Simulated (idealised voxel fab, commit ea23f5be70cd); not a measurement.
process module | voxel trench capacitor
The figure presents cross-section cut, which has a width of 140 nm and is divided into square cells with an edge length of 5 nm.
Heads up, the way a cross-section reads in here is a grid of square cells, handed over as bands from the top down, with every band being one or more rows of cells. It is stipulated that each band's entry specify, in nanometres, the height of the top of the band and then that of its bottom, followed by the materials of the band in left-to-right sequence, each together with its width in nanometres. A single material marked by the word "full width" is understood to fill the band from edge to edge; the word "air" is understood to denote empty space. Height reference: 0 = level under which incoming wafer is all one material. Lowest band: no bottom, runs on downward, e.g. "z 0 and below". The expression "30->40" gives the width at the extremes of the band, the first number at its top row of cells and the second at its bottom row, with the width changing by equal amounts from each row to the next in between. The cross-section has no changed cell in any step marked "nothing got changed". Under "Voids, sealed" you'll find the enclosed gaps, the ones with no way out to the top, that are 8 cells or bigger; each reads width x height at distance, with distance counted from the left edge, everything in nm. Anything after a step's settings on that line? It's the simulator's own note about the step. overlay nm, on a step with a mask: how far to the right of its planned place the mask lay; to the left if negative.
# Planned process steps
1) RECEIVE,material Si
2) CONFORMAL_DEP,material SiN,thk nm 10
3) PATTERN,tone open,mask id TRENCH,material resist,width nm 30,pitch nm 55,thk nm 20,overlay nm 0
4) DIRECTIONAL_ETCH,etch materials SiN,depth nm 10
5) DIRECTIONAL_ETCH,etch materials Si,depth nm 35
6) STRIP,etch materials resist
7) CONFORMAL_DEP,material HfO2,thk nm 5
8) CONFORMAL_DEP,material TiN,thk nm 5
9) FILL_DEP,material W,thk nm 10
10) CMP,height nm 10
# Cross-sectional view of the wafer in its as-received condition, corresponding to the state after step 1
  z 0 and below | Si full width
  Voids, sealed: none
# First wafer of two, sectioned at end of module; run went per plan
  z 10 to 0 | 25 of SiN  5 of HfO2  5 of TiN  10 of W  5 of TiN  5 of HfO2  25 of SiN  5 of HfO2  5 of TiN  10 of W  5 of TiN  5 of HfO2  30 of SiN
  z 0 to -25 | 25 of Si  5 of HfO2  5 of TiN  10 of W  5 of TiN  5 of HfO2  25 of Si  5 of HfO2  5 of TiN  10 of W  5 of TiN  5 of HfO2  30 of Si
  z -25 to -30 | 25 of Si  5 of HfO2  20 of TiN  5 of HfO2  25 of Si  5 of HfO2  20 of TiN  5 of HfO2  30 of Si
  z -30 to -35 | 25 of Si  30 of HfO2  25 of Si  30 of HfO2  30 of Si
  z -35 and below | Si full width
  Voids, sealed: none
# Wafer two (of two), end-of-module cross-section: start = wafer one, plan = wafer one, one run mistake
  z 10 to 0 | 15 of SiN  5 of HfO2  5 of TiN  10 of W  5 of TiN  5 of HfO2  25 of SiN  5 of HfO2  5 of TiN  10 of W  5 of TiN  5 of HfO2  40 of SiN
  z 0 to -25 | 15 of Si  5 of HfO2  5 of TiN  10 of W  5 of TiN  5 of HfO2  25 of Si  5 of HfO2  5 of TiN  10 of W  5 of TiN  5 of HfO2  40 of Si
  z -25 to -30 | 15 of Si  5 of HfO2  20 of TiN  5 of HfO2  25 of Si  5 of HfO2  20 of TiN  5 of HfO2  40 of Si
  z -30 to -35 | 15 of Si  30 of HfO2  25 of Si  30 of HfO2  40 of Si
  z -35 and below | Si full width
  Voids, sealed: none
Want to know what went wrong? planned and actual differ for step 3; actual: PATTERN,tone open,mask id TRENCH,material resist,width nm 30,pitch nm 55,thk nm 20,overlay nm -10
By the end, you'd get the same cell count for each material on either wafer, but the second wafer puts them somewhere else.
